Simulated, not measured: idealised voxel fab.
process module | voxel wiring stack
cross-section cut | 265 nm wide | cells 5 nm
A cross-section is a grid of square cells, given in bands from the top down. A band is one or more rows of cells.
Each band's line starts with the height of the band's top and of its bottom, in nm. Then come its materials from left to right, each with its width in nm. One material with "throughout" fills the band from edge to edge. "air" is empty space.
Height 0 is the level under which the wafer as received is all one material. The lowest band goes on downwards, as in "0 down".
A width such as "30 to 40" changes by the same amount from each row of cells to the next, from the band's top row to its bottom row.
"no change" after a step means that no cell of the cross-section changed.
closed voids: empty space of 8 cells or more with no open way to the top, each as width x height at its distance from the left edge, in nm
after a step's settings: what the simulator itself notes on the step
overlay nm, on a step with a mask: how far to the right of its planned place the mask lay; to the left if negative
plan
1 op RECEIVE | material Si
2 op CONFORMAL_DEP | material SiO2 | thk nm 10
3 op CONFORMAL_DEP | material SiCN | thk nm 5
4 op DIRECTIONAL_DEP | material lowk | thk nm 20
5 op DIRECTIONAL_DEP | material aC | thk nm 15
6 op PATTERN | tone open | mask id METAL_1 | material resist | width nm 20 | pitch nm 45 | thk nm 35 | overlay nm 0
7 op DIRECTIONAL_ETCH | etch materials aC | depth nm 15
8 op STRIP | etch materials resist
9 op DIRECTIONAL_ETCH | etch materials lowk | depth nm 20
10 op DIRECTIONAL_ETCH | etch materials SiCN | depth nm 5
11 op STRIP | etch materials aC
12 op CONFORMAL_DEP | material TiN | thk nm 5
13 op FILL_DEP | material Cu | thk nm 10
14 op CMP | height nm 35
15 op EPI | material Ru | thk nm 5
16 op FILL_DEP | material SiCN | thk nm 5
17 op DIRECTIONAL_DEP | material lowk | thk nm 10
18 op MASKED_ETCH | tone open | mask id PLUG_1 | width nm 15 | pitch nm 45 | etch materials lowk | depth nm 10 | overlay nm 0
19 op MASKED_ETCH | tone open | mask id PLUG_1 | width nm 15 | pitch nm 45 | etch materials SiCN | depth nm 5 | overlay nm 0
20 op CONFORMAL_DEP | material TiN | thk nm 5
21 op FILL_DEP | material Cu | thk nm 5
22 op CMP | height nm 55
23 op CONFORMAL_DEP | material SiCN | thk nm 5
24 op DIRECTIONAL_DEP | material lowk | thk nm 25
25 op MASKED_ETCH | tone open | mask id METAL_2 | width nm 20 | pitch nm 45 | etch materials lowk | depth nm 25 | overlay nm 0
26 op MASKED_ETCH | tone open | mask id METAL_2 | width nm 20 | pitch nm 45 | etch materials SiCN | depth nm 5 | overlay nm 0
27 op CONFORMAL_DEP | material TiN | thk nm 5
28 op FILL_DEP | material Cu | thk nm 10
29 op CMP | height nm 85
30 op CONFORMAL_DEP | material SiCN | thk nm 5
31 op DIRECTIONAL_DEP | material lowk | thk nm 10
32 op PATTERN | tone open | mask id PLUG_2 | material resist | width nm 15 | pitch nm 45 | thk nm 20 | overlay nm 0
33 op DIRECTIONAL_ETCH | etch materials lowk | depth nm 10
34 op DIRECTIONAL_ETCH | etch materials SiCN | depth nm 5
35 op STRIP | etch materials resist
36 op CONFORMAL_DEP | material TiN | thk nm 5
37 op FILL_DEP | material W | thk nm 10
38 op CMP | height nm 100
39 op DIRECTIONAL_DEP | material TiN | thk nm 5
40 op DIRECTIONAL_DEP | material Ru | thk nm 20
41 op MASKED_ETCH | tone cover | mask id METAL_3 | width nm 20 | pitch nm 45 | etch materials Ru | depth nm 20 | overlay nm 0
42 op MASKED_ETCH | tone cover | mask id METAL_3 | width nm 20 | pitch nm 45 | etch materials TiN | depth nm 5 | overlay nm 0
43 op CONFORMAL_DEP | material SiN | thk nm 5
44 op FILL_DEP | material lowk | thk nm 5
45 op CMP | height nm 125
46 op CONFORMAL_DEP | material SiCN | thk nm 5
47 op DIRECTIONAL_DEP | material lowk | thk nm 20
48 op DIRECTIONAL_DEP | material aC | thk nm 15
49 op PATTERN | tone open | mask id PLUG_3 | material resist | width nm 15 | thk nm 30 | overlay nm 0
50 op DIRECTIONAL_ETCH | etch materials aC | depth nm 15
51 op STRIP | etch materials resist
52 op DIRECTIONAL_ETCH | etch materials lowk | depth nm 20
53 op DIRECTIONAL_ETCH | etch materials SiCN | depth nm 5
54 op STRIP | etch materials aC
55 op CONFORMAL_DEP | material TiN | thk nm 5
56 op FILL_DEP | material W | thk nm 10
57 op CMP | height nm 150
58 op CONFORMAL_DEP | material SiN | thk nm 5
59 op DIRECTIONAL_DEP | material lowk | thk nm 15
60 op PATTERN | tone open | mask id METAL_4 | material resist | width nm 20 | pitch nm 45 | thk nm 15 | overlay nm 0
61 op DIRECTIONAL_ETCH | etch materials lowk | depth nm 15
62 op DIRECTIONAL_ETCH | etch materials SiN | depth nm 5
63 op STRIP | etch materials resist
64 op CONFORMAL_DEP | material TiN | thk nm 5
65 op FILL_DEP | material Cu | thk nm 10
66 op CMP | height nm 170
67 op CONFORMAL_DEP | material SiCN | thk nm 5
as received, after step 1
  0 down: Si throughout
  closed voids: none
first wafer at the end, as planned
  175 to 170: SiCN throughout
  170 to 155: lowk 100 | TiN 5 | Cu 10 | TiN 5 | lowk 25 | TiN 5 | Cu 10 | TiN 5 | lowk 100
  155 to 150: SiN 100 | TiN 20 | SiN 25 | TiN 20 | SiN 100
  150 to 130: lowk 100 | TiN 5 | W 5 | TiN 5 | lowk 150
  130 to 125: SiCN 100 | TiN 15 | SiCN 150
  125 to 105: lowk 95 | SiN 5 | Ru 20 | SiN 5 | lowk 15 | SiN 5 | Ru 20 | SiN 5 | lowk 95
  105 to 100: SiN 100 | TiN 20 | SiN 25 | TiN 20 | SiN 100
  100 to 90: lowk 100 | TiN 5 | W 5 | TiN 5 | lowk 30 | TiN 5 | W 5 | TiN 5 | lowk 105
  90 to 85: SiCN 100 | TiN 15 | SiCN 30 | TiN 15 | SiCN 105
  85 to 60: lowk 100 | TiN 5 | Cu 10 | TiN 5 | lowk 25 | TiN 5 | Cu 10 | TiN 5 | lowk 100
  60 to 55: SiCN 100 | TiN 20 | SiCN 25 | TiN 20 | SiCN 100
  55 to 45: lowk 100 | TiN 5 | Cu 5 | TiN 5 | lowk 30 | TiN 5 | Cu 5 | TiN 5 | lowk 105
  45 to 40: SiCN 100 | TiN 15 | SiCN 30 | TiN 15 | SiCN 105
  40 to 35: SiCN 95 | Ru 30 | SiCN 15 | Ru 30 | SiCN 95
  35 to 15: lowk 100 | TiN 5 | Cu 10 | TiN 5 | lowk 25 | TiN 5 | Cu 10 | TiN 5 | lowk 100
  15 to 10: SiCN 100 | TiN 20 | SiCN 25 | TiN 20 | SiCN 100
  10 to 0: SiO2 throughout
  0 down: Si throughout
  closed voids: none
second wafer at the end: like start, like plan, one mistake
  175 to 170: SiCN throughout
  170 to 155: lowk 100 | TiN 5 | Cu 10 | TiN 5 | lowk 25 | TiN 5 | Cu 10 | TiN 5 | lowk 100
  155 to 150: SiN 100 | TiN 20 | SiN 25 | TiN 20 | SiN 100
  150 to 145: SiCN 100 | TiN 15 | SiCN 150
  145 to 125: lowk throughout
  125 to 105: lowk 95 | SiN 5 | Ru 20 | SiN 5 | lowk 15 | SiN 5 | Ru 20 | SiN 5 | lowk 95
  105 to 100: SiN 100 | TiN 20 | SiN 25 | TiN 20 | SiN 100
  100 to 90: lowk 100 | TiN 5 | W 5 | TiN 5 | lowk 30 | TiN 5 | W 5 | TiN 5 | lowk 105
  90 to 85: SiCN 100 | TiN 15 | SiCN 30 | TiN 15 | SiCN 105
  85 to 60: lowk 100 | TiN 5 | Cu 10 | TiN 5 | lowk 25 | TiN 5 | Cu 10 | TiN 5 | lowk 100
  60 to 55: SiCN 100 | TiN 20 | SiCN 25 | TiN 20 | SiCN 100
  55 to 45: lowk 100 | TiN 5 | Cu 5 | TiN 5 | lowk 30 | TiN 5 | Cu 5 | TiN 5 | lowk 105
  45 to 40: SiCN 100 | TiN 15 | SiCN 30 | TiN 15 | SiCN 105
  40 to 35: SiCN 95 | Ru 30 | SiCN 15 | Ru 30 | SiCN 95
  35 to 15: lowk 100 | TiN 5 | Cu 10 | TiN 5 | lowk 25 | TiN 5 | Cu 10 | TiN 5 | lowk 100
  15 to 10: SiCN 100 | TiN 20 | SiCN 25 | TiN 20 | SiCN 100
  10 to 0: SiO2 throughout
  0 down: Si throughout
  closed voids: none
what went wrong: steps 46 and 47 were swapped
at the end the second wafer has, in cells: 8 fewer of TiN | 4 fewer of W | 12 more of lowk
